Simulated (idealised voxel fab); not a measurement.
process module | voxel tone inversion
cross-section cut | 295 nm wide | cells 5 nm
A cross-section is a grid of square cells, given in bands from the top down. A band is one or more rows of cells.
Each band's line starts with the height of the band's top and of its bottom, in nm. Then come its materials from left to right, each with its width in nm. One material with "throughout" fills the band from edge to edge. "air" is empty space.
Height 0 is the level under which the wafer as received is all one material. The lowest band goes on downwards, as in "0 down".
A width such as "30 to 40" changes by the same amount from each row of cells to the next, from the band's top row to its bottom row.
"no change" after a step means that no cell of the cross-section changed.
closed voids: empty space of 8 cells or more with no open way to the top, each as width x height at its distance from the left edge, in nm
after a step's settings: what the simulator itself notes on the step
overlay nm, on a step with a mask: how far to the right of its planned place the mask lay; to the left if negative
plan
1 op RECEIVE | material Si
2 op CONFORMAL_DEP | material SiCN | thk nm 5
3 op DIRECTIONAL_DEP | material aC | thk nm 25
4 op PATTERN | tone cover | mask id POSTS | material resist | width nm 15 | pitch nm 45 | thk nm 35 | overlay nm 0
5 op DIRECTIONAL_ETCH | etch materials aC | depth nm 25
6 op STRIP | etch materials resist
7 op FILL_DEP | material SiO2 | thk nm 5
8 op CMP | height nm 30
9 op STRIP | etch materials aC
varied across the wafers: depth nm of step 5. The plan shows the first wafer's value. All wafers start alike
first wafer as received, after step 1
  0 down: Si throughout
  closed voids: none
first wafer at the end, after step 9
  30 to 5: SiO2 95 | air 15 | SiO2 30 | air 15 | SiO2 30 | air 15 | SiO2 95
  5 to 0: SiCN throughout
  0 down: Si throughout
  closed voids: none
last wafer at the end
  30 to 25: SiO2 throughout
  25 to 5: SiO2 95 | aC 15 | SiO2 30 | aC 15 | SiO2 30 | aC 15 | SiO2 95
  5 to 0: SiCN throughout
  0 down: Si throughout
  closed voids: none
each wafer at the end: cells of each material gained (+) or lost (-) since it was received, then its closed voids
depth nm 25 | +59 SiCN | +250 SiO2 | closed voids: none
depth nm 30 | +59 SiCN | +250 SiO2 | closed voids: none
depth nm 35 | +59 SiCN | +250 SiO2 | closed voids: none
depth nm 40 | +59 SiCN | +259 SiO2 | +36 aC | closed voids: none
